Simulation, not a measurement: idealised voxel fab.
Module name: voxel ribs on slabs (process module)
The width of the displayed cross-section, cut, is 190 nm; its cells are square, with a size of 5 nm.
In this document a cross-section is written as a grid of square cells. It is given as a series of bands, listed from the top down, and a band is one or more rows of cells.
The entry gives the band's vertical extent as a top height and a bottom height in nm, then its horizontal make-up as materials from left to right, each with a width in nm. "blank" stands for empty space; a single material marked "full width" fills the band edge to edge.
Where do heights start? At 0: under that level the wafer as delivered is made of one material only. And the lowest band has no floor; it just carries on downward, as in "0 down".
With a width like "30..40", each row of cells in the band differs from the next by the same amount, the top row carrying the first number and the bottom row the second.
No cell of the cross-section changed in a step that is given as "remains unaltered".
"Closed voids list" contains a list of empty spaces, each no smaller than 8 cells and without an open way to the top, written in the form width x height at distance with the distance from the left edge and all three in nm.
Past the settings on a step's line: simulator remark, on that step.
overlay nm: for a step with a mask, the amount by which the mask lay right of where it was planned; a negative amount means left of it.

Process steps foreseen in the plan
- 1: RECEIVE | material Si
- 2: DIRECTIONAL_DEP | material SiO2 | thk nm 30
- 3: DIRECTIONAL_DEP | material polySi | thk nm 20
- 4: PATTERN | tone cover | mask id RIB | material resist | width nm 30 | thk nm 20 | overlay nm 0
- 5: DIRECTIONAL_ETCH | etch materials polySi | depth nm 15
- 6: STRIP | etch materials resist
- 7: PATTERN | tone cover | mask id SLAB | material resist | width nm 80 | thk nm 15 | overlay nm 0
- 8: DIRECTIONAL_ETCH | etch materials polySi | depth nm 5
- 9: STRIP | etch materials resist
- 10: FILL_DEP | material SiO2 | thk nm 20
- 11: CMP | height nm 60
- 12: DIRECTIONAL_DEP | material W | thk nm 5
- 13: MASKED_ETCH | tone cover | mask id HEATER | width nm 40 | etch materials W | depth nm 5 | overlay nm 0
- 14: CONFORMAL_DEP | material SiO2 | thk nm 5

Here's what the wafer looked like in cross-section when it arrived - that's after step 1
* 0 down: Si full width
* Closed voids list: none

The module was run from the start shown above using the plan shown above, but one mistake was made doing it; the resulting wafer cross-section is below
* 65 to 60: 75 nm blank; 40 nm W; 75 nm blank
* 60 to 50: SiO2 full width
* 50 to 35: 80 nm SiO2; 30 nm polySi; 80 nm SiO2
* 35 to 30: 55 nm SiO2; 80 nm polySi; 55 nm SiO2
* 30 to 0: SiO2 full width
* 0 down: Si full width
* Closed voids list: none
Deviation noted in wafer processing: step 14 was dropped from the plan's execution and never run
